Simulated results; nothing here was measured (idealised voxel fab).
process module | voxel wiring stack
cross-section cut | 210 nm wide | cells 5 nm
A cross-section is a grid of square cells, given in bands from the top down. A band is one or more rows of cells.
Each band's line starts with the height of the band's top and of its bottom, in nm. Then come its materials from left to right, each with its width in nm. One material with "throughout" fills the band from edge to edge. "air" is empty space.
Height 0 is the level under which the wafer as received is all one material. The lowest band goes on downwards, as in "0 down".
A width such as "30 to 40" changes by the same amount from each row of cells to the next, from the band's top row to its bottom row.
"no change" after a step means that no cell of the cross-section changed.
closed voids: empty space of 8 cells or more with no open way to the top, each as width x height at its distance from the left edge, in nm
after a step's settings: what the simulator itself notes on the step
overlay nm, on a step with a mask: how far to the right of its planned place the mask lay; to the left if negative
plan
1 op RECEIVE | material Si
2 op CONFORMAL_DEP | material SiO2 | thk nm 10
3 op DIRECTIONAL_DEP | material TiN | thk nm 5
4 op DIRECTIONAL_DEP | material W | thk nm 15
5 op PATTERN | tone cover | mask id METAL_1 | material resist | width nm 30 | pitch nm 60 | thk nm 15 | overlay nm 0
6 op DIRECTIONAL_ETCH | etch materials W | depth nm 15
7 op DIRECTIONAL_ETCH | etch materials TiN | depth nm 5
8 op STRIP | etch materials resist
9 op FILL_DEP | material SiO2 | thk nm 5
10 op CMP | height nm 30
11 op CONFORMAL_DEP | material SiCN | thk nm 5
12 op DIRECTIONAL_DEP | material SiO2 | thk nm 10
13 op DIRECTIONAL_DEP | material aC | thk nm 10
14 op PATTERN | tone open | mask id PLUG_1 | material resist | width nm 15 | pitch nm 60 | thk nm 25 | overlay nm 0
15 op DIRECTIONAL_ETCH | etch materials aC | depth nm 10
16 op STRIP | etch materials resist
17 op DIRECTIONAL_ETCH | etch materials SiO2 | depth nm 10
18 op DIRECTIONAL_ETCH | etch materials SiCN | depth nm 5
19 op STRIP | etch materials aC
20 op EPI | material Ru | thk nm 10
21 op EPI | material Ru | thk nm 5
22 op CONFORMAL_DEP | material SiN | thk nm 5
23 op DIRECTIONAL_DEP | material SiO2 | thk nm 15
24 op DIRECTIONAL_DEP | material aC | thk nm 15
25 op PATTERN | tone open | mask id METAL_2 | material resist | width nm 30 | pitch nm 60 | thk nm 30 | overlay nm 0
26 op DIRECTIONAL_ETCH | etch materials aC | depth nm 15
27 op STRIP | etch materials resist
28 op DIRECTIONAL_ETCH | etch materials SiO2 | depth nm 15
29 op DIRECTIONAL_ETCH | etch materials SiN | depth nm 5
30 op STRIP | etch materials aC
31 op CONFORMAL_DEP | material TiN | thk nm 5
32 op FILL_DEP | material W | thk nm 10
33 op CMP | height nm 65
34 op CONFORMAL_DEP | material SiCN | thk nm 5
35 op DIRECTIONAL_DEP | material lowk | thk nm 15
36 op DIRECTIONAL_DEP | material aC | thk nm 10
37 op PATTERN | tone open | mask id PLUG_2 | material resist | width nm 15 | pitch nm 60 | thk nm 25 | overlay nm 0
38 op DIRECTIONAL_ETCH | etch materials aC | depth nm 10
39 op STRIP | etch materials resist
40 op DIRECTIONAL_ETCH | etch materials lowk | depth nm 15
41 op DIRECTIONAL_ETCH | etch materials SiCN | depth nm 5
42 op STRIP | etch materials aC
43 op EPI | material Ru | thk nm 10
44 op EPI | material Ru | thk nm 10
45 op DIRECTIONAL_DEP | material TiN | thk nm 5
46 op DIRECTIONAL_DEP | material Ru | thk nm 15
47 op DIRECTIONAL_DEP | material aC | thk nm 10
48 op PATTERN | tone cover | mask id METAL_3 | material resist | width nm 30 | pitch nm 60 | thk nm 25 | overlay nm 0
49 op DIRECTIONAL_ETCH | etch materials aC | depth nm 10
50 op STRIP | etch materials resist
51 op DIRECTIONAL_ETCH | etch materials Ru | depth nm 15
52 op DIRECTIONAL_ETCH | etch materials TiN | depth nm 5
53 op STRIP | etch materials aC
54 op FILL_DEP | material lowk | thk nm 5
55 op CMP | height nm 105
56 op CONFORMAL_DEP | material SiCN | thk nm 5
57 op DIRECTIONAL_DEP | material SiO2 | thk nm 20
58 op MASKED_ETCH | tone open | mask id PLUG_3 | width nm 15 | pitch nm 120 | etch materials SiO2 | depth nm 20 | overlay nm 0
59 op MASKED_ETCH | tone open | mask id PLUG_3 | width nm 15 | pitch nm 120 | etch materials SiCN | depth nm 5 | overlay nm 0
60 op CONFORMAL_DEP | material TiN | thk nm 5
61 op FILL_DEP | material Cu | thk nm 5
62 op CMP | height nm 130
63 op DIRECTIONAL_DEP | material TiN | thk nm 5
64 op DIRECTIONAL_DEP | material W | thk nm 15
65 op PATTERN | tone cover | mask id METAL_4 | material resist | width nm 30 | pitch nm 60 | thk nm 15 | overlay nm 0
66 op DIRECTIONAL_ETCH | etch materials W | depth nm 15
67 op DIRECTIONAL_ETCH | etch materials TiN | depth nm 5
68 op STRIP | etch materials resist
69 op FILL_DEP | material lowk | thk nm 10
70 op CMP | height nm 150
71 op CONFORMAL_DEP | material SiCN | thk nm 5
as received, after step 1
  0 down: Si throughout
  closed voids: none
a wafer at the end: this start, this plan, one mistake
  155 to 150: SiCN throughout
  150 to 135: lowk 30 | W 30 | lowk 30 | W 30 | lowk 30 | W 30 | lowk 30
  135 to 130: lowk 30 | TiN 30 | lowk 30 | TiN 30 | lowk 30 | TiN 30 | lowk 30
  130 to 110: SiO2 30 | TiN 5 | Cu 5 | TiN 5 | SiO2 105 | TiN 5 | Cu 5 | TiN 5 | SiO2 45
  110 to 105: SiCN 30 | TiN 15 | SiCN 105 | TiN 15 | SiCN 45
  105 to 95: lowk 45 | Ru 15 | lowk 45 | Ru 15 | lowk 45 | Ru 15 | lowk 30
  95 to 90: lowk 30 | Ru 30 | lowk 30 | Ru 30 | lowk 30 | Ru 30 | lowk 30
  90 to 85: lowk 30 | Ru 15 | TiN 15 | lowk 30 | Ru 15 | TiN 15 | lowk 30 | Ru 15 | TiN 15 | lowk 30
  85 to 80: lowk 30 | Ru 15 | lowk 45 | Ru 15 | lowk 45 | Ru 15 | lowk 45
  80 to 75: lowk 30 | TiN 15 | lowk 45 | TiN 15 | lowk 45 | TiN 15 | lowk 45
  75 to 70: lowk 30 | Ru 15 | lowk 45 | Ru 15 | lowk 45 | Ru 15 | lowk 45
  70 to 65: SiCN 30 | Ru 15 | SiCN 45 | Ru 15 | SiCN 45 | Ru 15 | SiCN 45
  65 to 50: SiO2 30 | TiN 5 | W 20 | TiN 5 | SiO2 30 | TiN 5 | W 20 | TiN 5 | SiO2 30 | TiN 5 | W 20 | TiN 5 | SiO2 30
  50 to 45: SiN 30 | TiN 30 | SiN 30 | TiN 30 | SiN 30 | TiN 30 | SiN 30
  45 to 35: SiO2 30 | Ru 15 | SiO2 45 | Ru 15 | SiO2 45 | Ru 15 | SiO2 45
  35 to 30: SiCN 30 | Ru 15 | SiCN 45 | Ru 15 | SiCN 45 | Ru 15 | SiCN 45
  30 to 15: SiO2 30 | W 30 | SiO2 30 | W 30 | SiO2 30 | W 30 | SiO2 30
  15 to 10: SiO2 30 | TiN 30 | SiO2 30 | TiN 30 | SiO2 30 | TiN 30 | SiO2 30
  10 to 0: SiO2 throughout
  0 down: Si throughout
  closed voids: none
what went wrong: one of the steps 43 and 44, which are alike, was left out
